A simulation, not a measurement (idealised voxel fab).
You're looking at the process module voxel tone inversion.
Section shown: cut. Width: 235 nm. Cell size: 5 nm, square.
This document writes a cross-section as a grid whose cells are square, and gives it as bands, listed from the top down; one or more rows of cells form a band.
The band entry comprises the height of the band's top followed by the height of its bottom, expressed in nm, and subsequently the band's materials from left to right, each stated together with its width in nm. Where a single material is marked with the word "all across", that material fills the band from edge to edge. The word "blank" represents empty space.
Basically, 0 is our baseline, since under it the wafer straight out of the box is all one material. The bottom band has no lower end and keeps on going down, so it looks like "top 0, no bottom".
The notation "30..40" denotes a width that varies across the rows of cells in the band, beginning at the first number in the top row, finishing at the second number in the bottom row, and changing by an identical amount from each row to the next.
No cell of the cross-section changed in a step that is given as "stayed the same".
"Completely sealed voids" contains a list of empty spaces, each no smaller than 8 cells and without an open way to the top, written in the form width x height at distance with the distance from the left edge and all three in nm.
That trailing text on a step's line, after the settings, is the simulator's own remark on the step.
"overlay nm" on a masked step: distance the mask lay right of its planned place, negative for left.

## plan
| 1 | RECEIVE: material Si |
| 2 | CONFORMAL_DEP: material SiCN, thk nm 5 |
| 3 | DIRECTIONAL_DEP: material aC, thk nm 20 |
| 4 | PATTERN: tone cover, mask id POSTS, material resist, width nm 20, pitch nm 40, thk nm 30, overlay nm 0 |
| 5 | DIRECTIONAL_ETCH: etch materials aC, depth nm 20 |
| 6 | STRIP: etch materials resist |
| 7 | FILL_DEP: material SiO2, thk nm 10 |
| 8 | CMP: height nm 25 |
| 9 | STRIP: etch materials aC |
| 10 | CONFORMAL_DEP: material TiN, thk nm 5 |
| 11 | FILL_DEP: material Ru, thk nm 10 |
| 12 | CMP: height nm 25 |
| 13 | CONFORMAL_DEP: material SiCN, thk nm 5 |

## Received-state cross-section, reflecting completion of step 1
- top 0, no bottom  Si all across
- Completely sealed voids: none

## First of two wafers, end-of-module section, run followed plan
- top 30, bottom 25  SiCN all across
- top 25, bottom 10  SiO2=85 | TiN=5 | Ru=10 | TiN=5 | SiO2=20 | TiN=5 | Ru=10 | TiN=5 | SiO2=90
- top 10, bottom 5  SiO2=85 | TiN=20 | SiO2=20 | TiN=20 | SiO2=90
- top 5, bottom 0  SiCN all across
- top 0, no bottom  Si all across
- Completely sealed voids: none

## Wafer two cross-section, module end. Start and plan unchanged from wafer one; one mistake made during the run
- top 30, bottom 20  SiCN all across
- top 20, bottom 0  aC all across
- top 0, no bottom  Si all across
- Completely sealed voids: none
In executing the process, a mistake was made relative to the plan: mixed up steps 2 and 3 - ran each in the other's place
End of process, cell counts, second wafer against first, materials with more or fewer: -12 Ru, -156 SiO2, -20 TiN, +188 aC
